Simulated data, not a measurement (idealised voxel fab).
This is a process module. Its name is voxel fin reveal.
cross-section cut | 205 nm wide | cells 5 nm
Cross-section spec: square-cell grid; bands listed top down; each band is one or more rows.
It is stipulated that each band's entry specify, in nanometres, the height of the top of the band and then that of its bottom, followed by the materials of the band in left-to-right sequence, each together with its width in nanometres. A single material marked by the word "edge to edge" is understood to fill the band from edge to edge; the word "blank" is understood to denote empty space.
Zero point of the height axis is 0; under it, received wafer = one material. Lowest band: continues down indefinitely, "z 0 and below".
With a width like "30 to 40", each row of cells in the band differs from the next by the same amount, the top row carrying the first number and the bottom row the second.
Where a step carries "nothing different", the cross-section came out of it unchanged, cell for cell.
"Enclosed void inventory" specifies each empty space that is not open to the top and that occupies no fewer than 8 cells, using the form width x height at distance, the distance measured from the left edge and all three quantities in nm.
On each step's line, the part that comes after the settings is the simulator's own comment on the step.
What "overlay nm" on a step's line means: if the step has a mask, that mask lay this far to the right of its planned place, or, when the value is negative, to the left.

[Planned step list for the process]
1: RECEIVE [material Si]
2: CONFORMAL_DEP [material SiN] [thk nm 10]
3: DIRECTIONAL_DEP [material aC] [thk nm 10]
4: PATTERN [tone cover] [mask id FINS] [material resist] [width nm 15] [pitch nm 35] [thk nm 30] [overlay nm -15]
5: DIRECTIONAL_ETCH [etch materials aC] [depth nm 10]
6: STRIP [etch materials resist]
7: DIRECTIONAL_ETCH [etch materials SiN] [depth nm 10]
8: DIRECTIONAL_ETCH [etch materials Si] [depth nm 35]
9: STRIP [etch materials aC]
10: FILL_DEP [material SiO2] [thk nm 5]
11: CMP [height nm 10]
12: SELECTIVE_ETCH [etch materials SiO2] [depth nm 20]
13: STRIP [etch materials SiN]
14: CONFORMAL_DEP [material HfO2] [thk nm 5]
For this document, wafers share an identical start and vary in the step 4 overlay nm; the plan quotes the first wafer's value.

[The first of several wafers as received, shown in cross-section; this is its state after step 1]
z 0 and below: Si edge to edge
Enclosed void inventory: none

[First wafer of several, cross-section, module end, after step 14 (last)]
z 5 to 0: 40 blank; 25 HfO2; 10 blank; 25 HfO2; 10 blank; 25 HfO2; 70 blank
z 0 to -5: 40 blank; 5 HfO2; 15 Si; 5 HfO2; 10 blank; 5 HfO2; 15 Si; 5 HfO2; 10 blank; 5 HfO2; 15 Si; 5 HfO2; 70 blank
z -5 to -10: 45 HfO2; 15 Si; 20 HfO2; 15 Si; 20 HfO2; 15 Si; 75 HfO2
z -10 to -35: 45 SiO2; 15 Si; 20 SiO2; 15 Si; 20 SiO2; 15 Si; 75 SiO2
z -35 and below: Si edge to edge
Enclosed void inventory: none

[Cross-section of the last wafer at end of module]
z 5 to 0: 70 blank; 25 HfO2; 10 blank; 25 HfO2; 10 blank; 25 HfO2; 40 blank
z 0 to -5: 70 blank; 5 HfO2; 15 Si; 5 HfO2; 10 blank; 5 HfO2; 15 Si; 5 HfO2; 10 blank; 5 HfO2; 15 Si; 5 HfO2; 40 blank
z -5 to -10: 75 HfO2; 15 Si; 20 HfO2; 15 Si; 20 HfO2; 15 Si; 45 HfO2
z -10 to -35: 75 SiO2; 15 Si; 20 SiO2; 15 Si; 20 SiO2; 15 Si; 45 SiO2
z -35 and below: Si edge to edge
Enclosed void inventory: none

[each wafer at the end: cells of each material gained (+) or lost (-) since it was received, then its closed voids]
overlay nm -15; +53 HfO2; -224 Si; +160 SiO2; Enclosed void inventory: none
overlay nm -10; +53 HfO2; -224 Si; +160 SiO2; Enclosed void inventory: none
overlay nm -5; +53 HfO2; -224 Si; +160 SiO2; Enclosed void inventory: none
overlay nm 0; +53 HfO2; -224 Si; +160 SiO2; Enclosed void inventory: none
overlay nm 5; +53 HfO2; -224 Si; +160 SiO2; Enclosed void inventory: none
overlay nm 10; +53 HfO2; -224 Si; +160 SiO2; Enclosed void inventory: none
overlay nm 15; +53 HfO2; -224 Si; +160 SiO2; Enclosed void inventory: none
